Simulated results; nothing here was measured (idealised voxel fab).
The following process module bears the name voxel wiring stack.
The cross-section on display is named cut; it measures 215 nm wide, and its cells are 5 nm squares.
We lay out every cross-section as a grid of square cells and spell it out in bands from the top down, where one band means one or more rows of cells.
Heads up on the band format: heights come first, top then bottom, in nm. After that it's the materials left to right, each with its width in nm. A single material flagged "throughout" fills the whole band edge to edge, and "blank" means there's empty space there.
A quick word on heights: they are counted from 0, and under that level the wafer as it came to us is one material throughout. The lowest band is different from the rest in having no bottom; it simply continues downward, written as in "0 and below".
Graded width ("30->40"): value in top row of band = first number; value in bottom row = second number; row-to-row change constant.
"remained the same", as given for a step, is the statement that not any cell of the cross-section underwent a change during that step.
In "Entrapped voids" the enclosed voids are listed, meaning empty spaces of 8 cells or larger without any opening to the top. The form is width x height at distance, distance from the left edge, units nm.
If you see something after the settings on a step's line, that's the simulator's own remark about that step.
overlay nm: how far to the right of its planned place the mask lay on this masked step (negative: to the left).
Quick note on how to read the rest: it's all pairs. You get the cross-section before a process step and the one after, but the after one only goes down as far as the lowest band that changed. The step in between, with its settings, sits under the pair. Heads up, the pairs can come from different runs of this module on the same starting wafer, so don't assume a pair picks up from the one above unless its "State before step" entry says it does.
State before step:
> 190 down to 185 = 75 of TiN; 15 of blank; 35 of TiN; 15 of blank; 75 of TiN
> 185 down to 160 = 70 of lowk; 5 of TiN; 15 of blank; 5 of TiN; 25 of lowk; 5 of TiN; 15 of blank; 5 of TiN; 70 of lowk
> 160 down to 155 = 70 of SiCN; 25 of TiN; 25 of SiCN; 25 of TiN; 70 of SiCN
> 155 down to 135 = 65 of SiO2; 25 of Ru; 125 of SiO2
> 135 down to 130 = 70 of SiCN; 15 of Ru; 130 of SiCN
> 130 down to 105 = 70 of SiO2; 5 of TiN; 15 of Cu; 5 of TiN; 25 of SiO2; 5 of TiN; 15 of Cu; 5 of TiN; 70 of SiO2
> 105 down to 100 = 70 of SiN; 25 of TiN; 25 of SiN; 25 of TiN; 70 of SiN
> 100 down to 90 = 70 of lowk; 5 of TiN; 5 of W; 5 of TiN; 35 of lowk; 5 of TiN; 5 of W; 5 of TiN; 80 of lowk
> 90 down to 85 = 70 of SiCN; 15 of TiN; 35 of SiCN; 15 of TiN; 80 of SiCN
> 85 down to 70 = 70 of SiO2; 25 of Ru; 25 of SiO2; 25 of Ru; 70 of SiO2
> 70 down to 65 = 70 of SiO2; 25 of TiN; 25 of SiO2; 25 of TiN; 70 of SiO2
> 65 down to 45 = 70 of SiO2; 15 of Ru; 35 of SiO2; 15 of Ru; 80 of SiO2
> 45 down to 40 = 70 of SiCN; 15 of Ru; 35 of SiCN; 15 of Ru; 80 of SiCN
> 40 down to 20 = 70 of SiO2; 25 of Ru; 25 of SiO2; 25 of Ru; 70 of SiO2
> 20 down to 15 = 70 of SiO2; 25 of TiN; 25 of SiO2; 25 of TiN; 70 of SiO2
> 15 down to 0 = SiO2 throughout
> 0 and below = Si throughout
> Entrapped voids: none
Resulting Cross-Section:
> 200 down to 190 = Cu throughout
> 190 down to 185 = 75 of TiN; 15 of Cu; 35 of TiN; 15 of Cu; 75 of TiN
> 185 down to 160 = 70 of lowk; 5 of TiN; 15 of Cu; 5 of TiN; 25 of lowk; 5 of TiN; 15 of Cu; 5 of TiN; 70 of lowk
> Under the height 160 nothing was changed.
> Entrapped voids: none
Between the cross-sections above, the step performed was FILL_DEP | material Cu | thk nm 10
State before step: This step starts from the configuration shown after the step in the pair immediately above.
Resulting Cross-Section:
> 185 down to 160 = 70 of lowk; 5 of TiN; 15 of Cu; 5 of TiN; 25 of lowk; 5 of TiN; 15 of Cu; 5 of TiN; 70 of lowk
> Under the height 160 nothing was changed.
> Entrapped voids: none
Between the cross-sections above, the step performed was CMP | height nm 185
State before step: This step starts from the configuration shown after the step in the pair immediately above.
Resulting Cross-Section:
> 190 down to 185 = SiN throughout
> Under the height 185 nothing was changed.
> Entrapped voids: none
Between the cross-sections above, the step performed was CONFORMAL_DEP | material SiN | thk nm 5
State before step:
> 130 down to 105 = SiO2 throughout
> 105 down to 100 = SiN throughout
> 100 down to 90 = 70 of lowk; 5 of TiN; 5 of W; 5 of TiN; 35 of lowk; 5 of TiN; 5 of W; 5 of TiN; 80 of lowk
> 90 down to 85 = 70 of SiCN; 15 of TiN; 35 of SiCN; 15 of TiN; 80 of SiCN
> 85 down to 70 = 70 of SiO2; 25 of Ru; 25 of SiO2; 25 of Ru; 70 of SiO2
> 70 down to 65 = 70 of SiO2; 25 of TiN; 25 of SiO2; 25 of TiN; 70 of SiO2
> 65 down to 45 = 70 of SiO2; 15 of Ru; 35 of SiO2; 15 of Ru; 80 of SiO2
> 45 down to 40 = 70 of SiCN; 15 of Ru; 35 of SiCN; 15 of Ru; 80 of SiCN
> 40 down to 20 = 70 of SiO2; 25 of Ru; 25 of SiO2; 25 of Ru; 70 of SiO2
> 20 down to 15 = 70 of SiO2; 25 of TiN; 25 of SiO2; 25 of TiN; 70 of SiO2
> 15 down to 0 = SiO2 throughout
> 0 and below = Si throughout
> Entrapped voids: none
Resulting Cross-Section:
> 150 down to 130 = 80 of resist; 25 of blank; 25 of resist; 25 of blank; 60 of resist
> Under the height 130 nothing was changed.
> Entrapped voids: none
Between the cross-sections above, the step performed was PATTERN | tone open | mask id METAL_3 | material resist | width nm 25 | pitch nm 50 | thk nm 20 | overlay nm 10
State before step: This step starts from the configuration shown after the step in the pair immediately above.
Resulting Cross-Section:
> 150 down to 130 = 80 of resist; 25 of blank; 25 of resist; 25 of blank; 60 of resist
> 130 down to 105 = 80 of SiO2; 25 of blank; 25 of SiO2; 25 of blank; 60 of SiO2
> Under the height 105 nothing was changed.
> Entrapped voids: none
Between the cross-sections above, the step performed was DIRECTIONAL_ETCH | etch materials SiO2 | depth nm 25
State before step: This step starts from the configuration shown after the step in the pair immediately above.
Resulting Cross-Section:
> 150 down to 130 = 80 of resist; 25 of blank; 25 of resist; 25 of blank; 60 of resist
> 130 down to 105 = 80 of SiO2; 25 of blank; 25 of SiO2; 25 of blank; 60 of SiO2
> 105 down to 100 = 80 of SiN; 25 of blank; 25 of SiN; 25 of blank; 60 of SiN
> Under the height 100 nothing was changed.
> Entrapped voids: none
Between the cross-sections above, the step performed was DIRECTIONAL_ETCH | etch materials SiN | depth nm 5
State before step: This step starts from the configuration shown after the step in the pair immediately above.
Resulting Cross-Section:
> 130 down to 105 = 80 of SiO2; 25 of blank; 25 of SiO2; 25 of blank; 60 of SiO2
> Under the height 105 nothing was changed.
> Entrapped voids: none
Between the cross-sections above, the step performed was STRIP | etch materials resist
State before step: This step starts from the configuration shown after the step in the pair immediately above.
Resulting Cross-Section:
> 135 down to 130 = 85 of TiN; 15 of blank; 35 of TiN; 15 of blank; 65 of TiN
> 130 down to 105 = 80 of SiO2; 5 of TiN; 15 of blank; 5 of TiN; 25 of SiO2; 5 of TiN; 15 of blank; 5 of TiN; 60 of SiO2
> 105 down to 100 = 80 of SiN; 25 of TiN; 25 of SiN; 25 of TiN; 60 of SiN
> Under the height 100 nothing was changed.
> Entrapped voids: none
Between the cross-sections above, the step performed was CONFORMAL_DEP | material TiN | thk nm 5
State before step: This step starts from the configuration shown after the step in the pair immediately above.
Resulting Cross-Section:
> 140 down to 135 = Cu throughout
> 135 down to 130 = 85 of TiN; 15 of Cu; 35 of TiN; 15 of Cu; 65 of TiN
> 130 down to 105 = 80 of SiO2; 5 of TiN; 15 of Cu; 5 of TiN; 25 of SiO2; 5 of TiN; 15 of Cu; 5 of TiN; 60 of SiO2
> Under the height 105 nothing was changed.
> Entrapped voids: none
Between the cross-sections above, the step performed was FILL_DEP | material Cu | thk nm 5
State before step: This step starts from the configuration shown after the step in the pair immediately above.
Resulting Cross-Section:
> 130 down to 105 = 80 of SiO2; 5 of TiN; 15 of Cu; 5 of TiN; 25 of SiO2; 5 of TiN; 15 of Cu; 5 of TiN; 60 of SiO2
> Under the height 105 nothing was changed.
> Entrapped voids: none
Between the cross-sections above, the step performed was CMP | height nm 130
State before step: This step starts from the configuration shown after the step in the pair immediately above.
Resulting Cross-Section:
> 135 down to 130 = SiCN throughout
> Under the height 130 nothing was changed.
> Entrapped voids: none
Between the cross-sections above, the step performed was CONFORMAL_DEP | material SiCN | thk nm 5
State before step: This step starts from the configuration shown after the step in the pair immediately above.
Resulting Cross-Section:
> 155 down to 135 = SiO2 throughout
> Under the height 135 nothing was changed.
> Entrapped voids: none
Between the cross-sections above, the step performed was DIRECTIONAL_DEP | material SiO2 | thk nm 20
State before step: This step starts from the configuration shown after the step in the pair immediately above.
Resulting Cross-Section:
> 155 down to 135 = 70 of SiO2; 15 of blank; 130 of SiO2
> Under the height 135 nothing was changed.
> Entrapped voids: none
Between the cross-sections above, the step performed was MASKED_ETCH | tone open | mask id PLUG_3 | width nm 15 | etch materials SiO2 | depth nm 20 | overlay nm 0
State before step: This step starts from the configuration shown after the step in the pair immediately above.
Resulting Cross-Section:
> 155 down to 135 = 70 of SiO2; 15 of blank; 130 of SiO2
> 135 down to 130 = 70 of SiCN; 15 of blank; 130 of SiCN
> Under the height 130 nothing was changed.
> Entrapped voids: none
Between the cross-sections above, the step performed was MASKED_ETCH | tone open | mask id PLUG_3 | width nm 15 | etch materials SiCN | depth nm 5 | overlay nm 0
State before step: This step starts from the configuration shown after the step in the pair immediately above.
Resulting Cross-Section:
> 155 down to 140 = 70 of SiO2; 15 of blank; 130 of SiO2
> 140 down to 135 = 70 of SiO2; 15 of Ru; 130 of SiO2
> 135 down to 130 = 70 of SiCN; 15 of Ru; 130 of SiCN
> Under the height 130 nothing was changed.
> Entrapped voids: none
Between the cross-sections above, the step performed was EPI | material Ru | thk nm 10
State before step: This step starts from the configuration shown after the step in the pair immediately above.
Resulting Cross-Section:
> 155 down to 150 = 70 of SiO2; 15 of blank; 130 of SiO2
> 150 down to 135 = 70 of SiO2; 15 of Ru; 130 of SiO2
> Under the height 135 nothing was changed.
> Entrapped voids: none
Between the cross-sections above, the step performed was EPI | material Ru | thk nm 10
State before step: This step starts from the configuration shown after the step in the pair immediately above.
Resulting Cross-Section:
> 155 down to 135 = 70 of SiO2; 15 of Ru; 130 of SiO2
> Under the height 135 nothing was changed.
> Entrapped voids: none
Between the cross-sections above, the step performed was EPI | material Ru | thk nm 5
State before step: This step starts from the configuration shown after the step in the pair immediately above.
Resulting Cross-Section:
> 160 down to 155 = SiCN throughout
> Under the height 155 nothing was changed.
> Entrapped voids: none
Between the cross-sections above, the step performed was CONFORMAL_DEP | material SiCN | thk nm 5
State before step: This step starts from the configuration shown after the step in the pair immediately above.
Resulting Cross-Section:
> 185 down to 160 = lowk throughout
> Under the height 160 nothing was changed.
> Entrapped voids: none
Between the cross-sections above, the step performed was DIRECTIONAL_DEP | material lowk | thk nm 25
State before step: This step starts from the configuration shown after the step in the pair immediately above.
Resulting Cross-Section:
> 185 down to 160 = 70 of lowk; 25 of blank; 25 of lowk; 25 of blank; 70 of lowk
> Under the height 160 nothing was changed.
> Entrapped voids: none
Between the cross-sections above, the step performed was MASKED_ETCH | tone open | mask id METAL_4 | width nm 25 | pitch nm 50 | etch materials lowk | depth nm 25 | overlay nm 0
State before step: This step starts from the configuration shown after the step in the pair immediately above.
Resulting Cross-Section:
> 185 down to 160 = 70 of lowk; 25 of blank; 25 of lowk; 25 of blank; 70 of lowk
> 160 down to 155 = 70 of SiCN; 25 of blank; 25 of SiCN; 25 of blank; 70 of SiCN
> Under the height 155 nothing was changed.
> Entrapped voids: none
Between the cross-sections above, the step performed was MASKED_ETCH | tone open | mask id METAL_4 | width nm 25 | pitch nm 50 | etch materials SiCN | depth nm 5 | overlay nm 0
State before step: This step starts from the configuration shown after the step in the pair immediately above.
Resulting Cross-Section:
> 190 down to 185 = 75 of TiN; 15 of blank; 35 of TiN; 15 of blank; 75 of TiN
> 185 down to 160 = 70 of lowk; 5 of TiN; 15 of blank; 5 of TiN; 25 of lowk; 5 of TiN; 15 of blank; 5 of TiN; 70 of lowk
> 160 down to 155 = 70 of SiCN; 25 of TiN; 25 of SiCN; 25 of TiN; 70 of SiCN
> Under the height 155 nothing was changed.
> Entrapped voids: none
Between the cross-sections above, the step performed was CONFORMAL_DEP | material TiN | thk nm 5
State before step: This step starts from the configuration shown after the step in the pair immediately above.
Resulting Cross-Section:
> 200 down to 190 = Cu throughout
> 190 down to 185 = 75 of TiN; 15 of Cu; 35 of TiN; 15 of Cu; 75 of TiN
> 185 down to 160 = 70 of lowk; 5 of TiN; 15 of Cu; 5 of TiN; 25 of lowk; 5 of TiN; 15 of Cu; 5 of TiN; 70 of lowk
> Under the height 160 nothing was changed.
> Entrapped voids: none
Between the cross-sections above, the step performed was FILL_DEP | material Cu | thk nm 10
State before step: This step starts from the configuration shown after the step in the pair immediately above.
Resulting Cross-Section:
> 185 down to 160 = 70 of lowk; 5 of TiN; 15 of Cu; 5 of TiN; 25 of lowk; 5 of TiN; 15 of Cu; 5 of TiN; 70 of lowk
> Under the height 160 nothing was changed.
> Entrapped voids: none
Between the cross-sections above, the step performed was CMP | height nm 185
State before step: This step starts from the configuration shown after the step in the pair immediately above.
Resulting Cross-Section:
> 190 down to 185 = SiN throughout
> Under the height 185 nothing was changed.
> Entrapped voids: none
Between the cross-sections above, the step performed was CONFORMAL_DEP | material SiN | thk nm 5
State before step:
> 70 down to 65 = TiN throughout
> 65 down to 45 = 70 of SiO2; 15 of Ru; 35 of SiO2; 15 of Ru; 80 of SiO2
> 45 down to 40 = 70 of SiCN; 15 of Ru; 35 of SiCN; 15 of Ru; 80 of SiCN
> 40 down to 20 = 70 of SiO2; 25 of Ru; 25 of SiO2; 25 of Ru; 70 of SiO2
> 20 down to 15 = 70 of SiO2; 25 of TiN; 25 of SiO2; 25 of TiN; 70 of SiO2
> 15 down to 0 = SiO2 throughout
> 0 and below = Si throughout
> Entrapped voids: none
Resulting Cross-Section:
> 85 down to 70 = SiO2 throughout
> Under the height 70 nothing was changed.
> Entrapped voids: none
Between the cross-sections above, the step performed was DIRECTIONAL_DEP | material SiO2 | thk nm 15
State before step: This step starts from the configuration shown after the step in the pair immediately above.
Resulting Cross-Section:
> 95 down to 85 = aC throughout
> Under the height 85 nothing was changed.
> Entrapped voids: none
Between the cross-sections above, the step performed was DIRECTIONAL_DEP | material aC | thk nm 10
State before step: This step starts from the configuration shown after the step in the pair immediately above.
Resulting Cross-Section:
> 125 down to 95 = 70 of blank; 25 of resist; 25 of blank; 25 of resist; 70 of blank
> Under the height 95 nothing was changed.
> Entrapped voids: none
Between the cross-sections above, the step performed was PATTERN | tone cover | mask id METAL_2 | material resist | width nm 25 | pitch nm 50 | thk nm 30 | overlay nm 0
State before step: This step starts from the configuration shown after the step in the pair immediately above.
Resulting Cross-Section:
> 115 down to 95 = 70 of blank; 25 of resist; 25 of blank; 25 of resist; 70 of blank
> 95 down to 85 = 70 of blank; 25 of aC; 25 of blank; 25 of aC; 70 of blank
> Under the height 85 nothing was changed.
> Entrapped voids: none
Between the cross-sections above, the step performed was DIRECTIONAL_ETCH | etch materials aC | depth nm 10
State before step: This step starts from the configuration shown after the step in the pair immediately above.
Resulting Cross-Section:
> 95 down to 85 = 70 of blank; 25 of aC; 25 of blank; 25 of aC; 70 of blank
> Under the height 85 nothing was changed.
> Entrapped voids: none
Between the cross-sections above, the step performed was STRIP | etch materials resist
State before step: This step starts from the configuration shown after the step in the pair immediately above.
Resulting Cross-Section:
> 85 down to 70 = SiO2 throughout
> Under the height 70 nothing was changed.
> Entrapped voids: none
Between the cross-sections above, the step performed was STRIP | etch materials aC
State before step: This step starts from the configuration shown after the step in the pair immediately above.
Resulting Cross-Section:
> 90 down to 70 = SiO2 throughout
> Under the height 70 nothing was changed.
> Entrapped voids: none
Between the cross-sections above, the step performed was FILL_DEP | material SiO2 | thk nm 5
State before step: This step starts from the configuration shown after the step in the pair immediately above.
Resulting Cross-Section:
> 85 down to 70 = SiO2 throughout
> Under the height 70 nothing was changed.
> Entrapped voids: none
Between the cross-sections above, the step performed was CMP | height nm 85
State before step: This step starts from the configuration shown after the step in the pair immediately above.
Resulting Cross-Section:
> 90 down to 85 = SiCN throughout
> Under the height 85 nothing was changed.
> Entrapped voids: none
Between the cross-sections above, the step performed was CONFORMAL_DEP | material SiCN | thk nm 5
State before step: This step starts from the configuration shown after the step in the pair immediately above.
Resulting Cross-Section:
> 100 down to 90 = lowk throughout
> Under the height 90 nothing was changed.
> Entrapped voids: none
Between the cross-sections above, the step performed was DIRECTIONAL_DEP | material lowk | thk nm 10
State before step: This step starts from the configuration shown after the step in the pair immediately above.
Resulting Cross-Section:
> 100 down to 90 = 70 of lowk; 15 of blank; 35 of lowk; 15 of blank; 80 of lowk
> Under the height 90 nothing was changed.
> Entrapped voids: none
Between the cross-sections above, the step performed was MASKED_ETCH | tone open | mask id PLUG_2 | width nm 15 | pitch nm 50 | etch materials lowk | depth nm 10 | overlay nm 0
State before step: This step starts from the configuration shown after the step in the pair immediately above.
Resulting Cross-Section:
> 100 down to 90 = 70 of lowk; 15 of blank; 35 of lowk; 15 of blank; 80 of lowk
> 90 down to 85 = 70 of SiCN; 15 of blank; 35 of SiCN; 15 of blank; 80 of SiCN
> Under the height 85 nothing was changed.
> Entrapped voids: none
Between the cross-sections above, the step performed was MASKED_ETCH | tone open | mask id PLUG_2 | width nm 15 | pitch nm 50 | etch materials SiCN | depth nm 5 | overlay nm 0
State before step: This step starts from the configuration shown after the step in the pair immediately above.
Resulting Cross-Section:
> 105 down to 100 = 75 of TiN; 5 of blank; 45 of TiN; 5 of blank; 85 of TiN
> 100 down to 90 = 70 of lowk; 5 of TiN; 5 of blank; 5 of TiN; 35 of lowk; 5 of TiN; 5 of blank; 5 of TiN; 80 of lowk
> 90 down to 85 = 70 of SiCN; 15 of TiN; 35 of SiCN; 15 of TiN; 80 of SiCN
> Under the height 85 nothing was changed.
> Entrapped voids: none
Between the cross-sections above, the step performed was CONFORMAL_DEP | material TiN | thk nm 5
State before step: This step starts from the configuration shown after the step in the pair immediately above.
Resulting Cross-Section:
> 110 down to 105 = W throughout
> 105 down to 100 = 75 of TiN; 5 of W; 45 of TiN; 5 of W; 85 of TiN
> 100 down to 90 = 70 of lowk; 5 of TiN; 5 of W; 5 of TiN; 35 of lowk; 5 of TiN; 5 of W; 5 of TiN; 80 of lowk
> Under the height 90 nothing was changed.
> Entrapped voids: none
Between the cross-sections above, the step performed was FILL_DEP | material W | thk nm 5
State before step: This step starts from the configuration shown after the step in the pair immediately above.
Resulting Cross-Section:
> 100 down to 90 = 70 of lowk; 5 of TiN; 5 of W; 5 of TiN; 35 of lowk; 5 of TiN; 5 of W; 5 of TiN; 80 of lowk
> Under the height 90 nothing was changed.
> Entrapped voids: none
Between the cross-sections above, the step performed was CMP | height nm 100
State before step: This step starts from the configuration shown after the step in the pair immediately above.
Resulting Cross-Section:
> 105 down to 100 = SiN throughout
> Under the height 100 nothing was changed.
> Entrapped voids: none
Between the cross-sections above, the step performed was CONFORMAL_DEP | material SiN | thk nm 5
State before step: This step starts from the configuration shown after the step in the pair immediately above.
Resulting Cross-Section:
> 130 down to 105 = SiO2 throughout
> Under the height 105 nothing was changed.
> Entrapped voids: none
Between the cross-sections above, the step performed was DIRECTIONAL_DEP | material SiO2 | thk nm 25
State before step: This step starts from the configuration shown after the step in the pair immediately above.
Resulting Cross-Section:
> 150 down to 130 = 70 of resist; 25 of blank; 25 of resist; 25 of blank; 70 of resist
> Under the height 130 nothing was changed.
> Entrapped voids: none
Between the cross-sections above, the step performed was PATTERN | tone open | mask id METAL_3 | material resist | width nm 25 | pitch nm 50 | thk nm 20 | overlay nm 0
State before step: This step starts from the configuration shown after the step in the pair immediately above.
Resulting Cross-Section:
> 150 down to 130 = 70 of resist; 25 of blank; 25 of resist; 25 of blank; 70 of resist
> 130 down to 105 = 70 of SiO2; 25 of blank; 25 of SiO2; 25 of blank; 70 of SiO2
> Under the height 105 nothing was changed.
> Entrapped voids: none
Between the cross-sections above, the step performed was DIRECTIONAL_ETCH | etch materials SiO2 | depth nm 25
State before step: This step starts from the configuration shown after the step in the pair immediately above.
Resulting Cross-Section:
> 150 down to 130 = 70 of resist; 25 of blank; 25 of resist; 25 of blank; 70 of resist
> 130 down to 105 = 70 of SiO2; 25 of blank; 25 of SiO2; 25 of blank; 70 of SiO2
> 105 down to 100 = 70 of SiN; 25 of blank; 25 of SiN; 25 of blank; 70 of SiN
> Under the height 100 nothing was changed.
> Entrapped voids: none
Between the cross-sections above, the step performed was DIRECTIONAL_ETCH | etch materials SiN | depth nm 5
State before step: This step starts from the configuration shown after the step in the pair immediately above.
Resulting Cross-Section:
> 130 down to 105 = 70 of SiO2; 25 of blank; 25 of SiO2; 25 of blank; 70 of SiO2
> Under the height 105 nothing was changed.
> Entrapped voids: none
Between the cross-sections above, the step performed was STRIP | etch materials resist
State before step: This step starts from the configuration shown after the step in the pair immediately above.
Resulting Cross-Section:
> 135 down to 130 = 75 of TiN; 15 of blank; 35 of TiN; 15 of blank; 75 of TiN
> 130 down to 105 = 70 of SiO2; 5 of TiN; 15 of blank; 5 of TiN; 25 of SiO2; 5 of TiN; 15 of blank; 5 of TiN; 70 of SiO2
> 105 down to 100 = 70 of SiN; 25 of TiN; 25 of SiN; 25 of TiN; 70 of SiN
> Under the height 100 nothing was changed.
> Entrapped voids: none
Between the cross-sections above, the step performed was CONFORMAL_DEP | material TiN | thk nm 5
State before step: This step starts from the configuration shown after the step in the pair immediately above.
Resulting Cross-Section:
> 140 down to 135 = Cu throughout
> 135 down to 130 = 75 of TiN; 15 of Cu; 35 of TiN; 15 of Cu; 75 of TiN
> 130 down to 105 = 70 of SiO2; 5 of TiN; 15 of Cu; 5 of TiN; 25 of SiO2; 5 of TiN; 15 of Cu; 5 of TiN; 70 of SiO2
> Under the height 105 nothing was changed.
> Entrapped voids: none
Between the cross-sections above, the step performed was FILL_DEP | material Cu | thk nm 5
State before step: This step starts from the configuration shown after the step in the pair immediately above.
Resulting Cross-Section:
> 130 down to 105 = 70 of SiO2; 5 of TiN; 15 of Cu; 5 of TiN; 25 of SiO2; 5 of TiN; 15 of Cu; 5 of TiN; 70 of SiO2
> Under the height 105 nothing was changed.
> Entrapped voids: none
Between the cross-sections above, the step performed was CMP | height nm 130
State before step: This step starts from the configuration shown after the step in the pair immediately above.
Resulting Cross-Section:
> 135 down to 130 = SiCN throughout
> Under the height 130 nothing was changed.
> Entrapped voids: none
Between the cross-sections above, the step performed was CONFORMAL_DEP | material SiCN | thk nm 5
State before step: This step starts from the configuration shown after the step in the pair immediately above.
Resulting Cross-Section:
> 155 down to 135 = SiO2 throughout
> Under the height 135 nothing was changed.
> Entrapped voids: none
Between the cross-sections above, the step performed was DIRECTIONAL_DEP | material SiO2 | thk nm 20
State before step: This step starts from the configuration shown after the step in the pair immediately above.
Resulting Cross-Section:
> 155 down to 135 = 70 of SiO2; 15 of blank; 130 of SiO2
> Under the height 135 nothing was changed.
> Entrapped voids: none
Between the cross-sections above, the step performed was MASKED_ETCH | tone open | mask id PLUG_3 | width nm 15 | etch materials SiO2 | depth nm 20 | overlay nm 0
State before step: This step starts from the configuration shown after the step in the pair immediately above.
Resulting Cross-Section:
> 155 down to 135 = 70 of SiO2; 15 of blank; 130 of SiO2
> 135 down to 130 = 70 of SiCN; 15 of blank; 130 of SiCN
> Under the height 130 nothing was changed.
> Entrapped voids: none
Between the cross-sections above, the step performed was MASKED_ETCH | tone open | mask id PLUG_3 | width nm 15 | etch materials SiCN | depth nm 5 | overlay nm 0
State before step: This step starts from the configuration shown after the step in the pair immediately above.
Resulting Cross-Section:
> 155 down to 140 = 70 of SiO2; 15 of blank; 130 of SiO2
> 140 down to 135 = 70 of SiO2; 15 of Ru; 130 of SiO2
> 135 down to 130 = 70 of SiCN; 15 of Ru; 130 of SiCN
> Under the height 130 nothing was changed.
> Entrapped voids: none
Between the cross-sections above, the step performed was EPI | material Ru | thk nm 10
State before step: This step starts from the configuration shown after the step in the pair immediately above.
Resulting Cross-Section:
> 155 down to 150 = 70 of SiO2; 15 of blank; 130 of SiO2
> 150 down to 135 = 70 of SiO2; 15 of Ru; 130 of SiO2
> Under the height 135 nothing was changed.
> Entrapped voids: none
Between the cross-sections above, the step performed was EPI | material Ru | thk nm 10
State before step: This step starts from the configuration shown after the step in the pair immediately above.
Resulting Cross-Section:
> 155 down to 135 = 70 of SiO2; 15 of Ru; 130 of SiO2
> Under the height 135 nothing was changed.
> Entrapped voids: none
Between the cross-sections above, the step performed was EPI | material Ru | thk nm 5
State before step: This step starts from the configuration shown after the step in the pair immediately above.
Resulting Cross-Section:
> 160 down to 155 = SiCN throughout
> Under the height 155 nothing was changed.
> Entrapped voids: none
Between the cross-sections above, the step performed was CONFORMAL_DEP | material SiCN | thk nm 5
State before step: This step starts from the configuration shown after the step in the pair immediately above.
Resulting Cross-Section:
> 185 down to 160 = lowk throughout
> Under the height 160 nothing was changed.
> Entrapped voids: none
Between the cross-sections above, the step performed was DIRECTIONAL_DEP | material lowk | thk nm 25
State before step: This step starts from the configuration shown after the step in the pair immediately above.
Resulting Cross-Section:
> 185 down to 160 = 70 of lowk; 25 of blank; 25 of lowk; 25 of blank; 70 of lowk
> Under the height 160 nothing was changed.
> Entrapped voids: none
Between the cross-sections above, the step performed was MASKED_ETCH | tone open | mask id METAL_4 | width nm 25 | pitch nm 50 | etch materials lowk | depth nm 25 | overlay nm 0
State before step: This step starts from the configuration shown after the step in the pair immediately above.
Resulting Cross-Section:
> 185 down to 160 = 70 of lowk; 25 of blank; 25 of lowk; 25 of blank; 70 of lowk
> 160 down to 155 = 70 of SiCN; 25 of blank; 25 of SiCN; 25 of blank; 70 of SiCN
> Under the height 155 nothing was changed.
> Entrapped voids: none
Between the cross-sections above, the step performed was MASKED_ETCH | tone open | mask id METAL_4 | width nm 25 | pitch nm 50 | etch materials SiCN | depth nm 5 | overlay nm 0
State before step: This step starts from the configuration shown after the step in the pair immediately above.
Resulting Cross-Section:
> 190 down to 185 = 75 of TiN; 15 of blank; 35 of TiN; 15 of blank; 75 of TiN
> 185 down to 160 = 70 of lowk; 5 of TiN; 15 of blank; 5 of TiN; 25 of lowk; 5 of TiN; 15 of blank; 5 of TiN; 70 of lowk
> 160 down to 155 = 70 of SiCN; 25 of TiN; 25 of SiCN; 25 of TiN; 70 of SiCN
> Under the height 155 nothing was changed.
> Entrapped voids: none
Between the cross-sections above, the step performed was CONFORMAL_DEP | material TiN | thk nm 5
State before step: This step starts from the configuration shown after the step in the pair immediately above.
Resulting Cross-Section:
> 200 down to 190 = Cu throughout
> 190 down to 185 = 75 of TiN; 15 of Cu; 35 of TiN; 15 of Cu; 75 of TiN
> 185 down to 160 = 70 of lowk; 5 of TiN; 15 of Cu; 5 of TiN; 25 of lowk; 5 of TiN; 15 of Cu; 5 of TiN; 70 of lowk
> Under the height 160 nothing was changed.
> Entrapped voids: none
Between the cross-sections above, the step performed was FILL_DEP | material Cu | thk nm 10
State before step: This step starts from the configuration shown after the step in the pair immediately above.
Resulting Cross-Section:
> 185 down to 160 = 70 of lowk; 5 of TiN; 15 of Cu; 5 of TiN; 25 of lowk; 5 of TiN; 15 of Cu; 5 of TiN; 70 of lowk
> Under the height 160 nothing was changed.
> Entrapped voids: none
Between the cross-sections above, the step performed was CMP | height nm 185
State before step: This step starts from the configuration shown after the step in the pair immediately above.
Resulting Cross-Section:
> 190 down to 185 = SiN throughout
> Under the height 185 nothing was changed.
> Entrapped voids: none
Between the cross-sections above, the step performed was CONFORMAL_DEP | material SiN | thk nm 5
State before step:
> 185 down to 160 = lowk throughout
> 160 down to 155 = SiCN throughout
> 155 down to 135 = 70 of SiO2; 15 of Ru; 130 of SiO2
> 135 down to 130 = 70 of SiCN; 15 of Ru; 130 of SiCN
> 130 down to 105 = 70 of SiO2; 5 of TiN; 15 of Cu; 5 of TiN; 25 of SiO2; 5 of TiN; 15 of Cu; 5 of TiN; 70 of SiO2
> 105 down to 100 = 70 of SiN; 25 of TiN; 25 of SiN; 25 of TiN; 70 of SiN
> 100 down to 90 = 70 of lowk; 5 of TiN; 5 of W; 5 of TiN; 35 of lowk; 5 of TiN; 5 of W; 5 of TiN; 80 of lowk
> 90 down to 85 = 70 of SiCN; 15 of TiN; 35 of SiCN; 15 of TiN; 80 of SiCN
> 85 down to 70 = 70 of SiO2; 25 of Ru; 25 of SiO2; 25 of Ru; 70 of SiO2
> 70 down to 65 = 70 of SiO2; 25 of TiN; 25 of SiO2; 25 of TiN; 70 of SiO2
> 65 down to 45 = 70 of SiO2; 15 of Ru; 35 of SiO2; 15 of Ru; 80 of SiO2
> 45 down to 40 = 70 of SiCN; 15 of Ru; 35 of SiCN; 15 of Ru; 80 of SiCN
> 40 down to 20 = 70 of SiO2; 25 of Ru; 25 of SiO2; 25 of Ru; 70 of SiO2
> 20 down to 15 = 70 of SiO2; 25 of TiN; 25 of SiO2; 25 of TiN; 70 of SiO2
> 15 down to 0 = SiO2 throughout
> 0 and below = Si throughout
> Entrapped voids: none
Resulting Cross-Section:
> 185 down to 160 = 70 of blank; 25 of lowk; 25 of blank; 25 of lowk; 70 of blank
> Under the height 160 nothing was changed.
> Entrapped voids: none
Between the cross-sections above, the step performed was MASKED_ETCH | tone cover | mask id METAL_4 | width nm 25 | pitch nm 50 | etch materials lowk | depth nm 25 | overlay nm 0
State before step: This step starts from the configuration shown after the step in the pair immediately above.
Resulting Cross-Section:
> 190 down to 185 = 65 of blank; 35 of TiN; 15 of blank; 35 of TiN; 65 of blank
> 185 down to 165 = 65 of blank; 5 of TiN; 25 of lowk; 5 of TiN; 15 of blank; 5 of TiN; 25 of lowk; 5 of TiN; 65 of blank
> 165 down to 160 = 70 of TiN; 25 of lowk; 25 of TiN; 25 of lowk; 70 of TiN
> Under the height 160 nothing was changed.
> Entrapped voids: none
Between the cross-sections above, the step performed was CONFORMAL_DEP | material TiN | thk nm 5
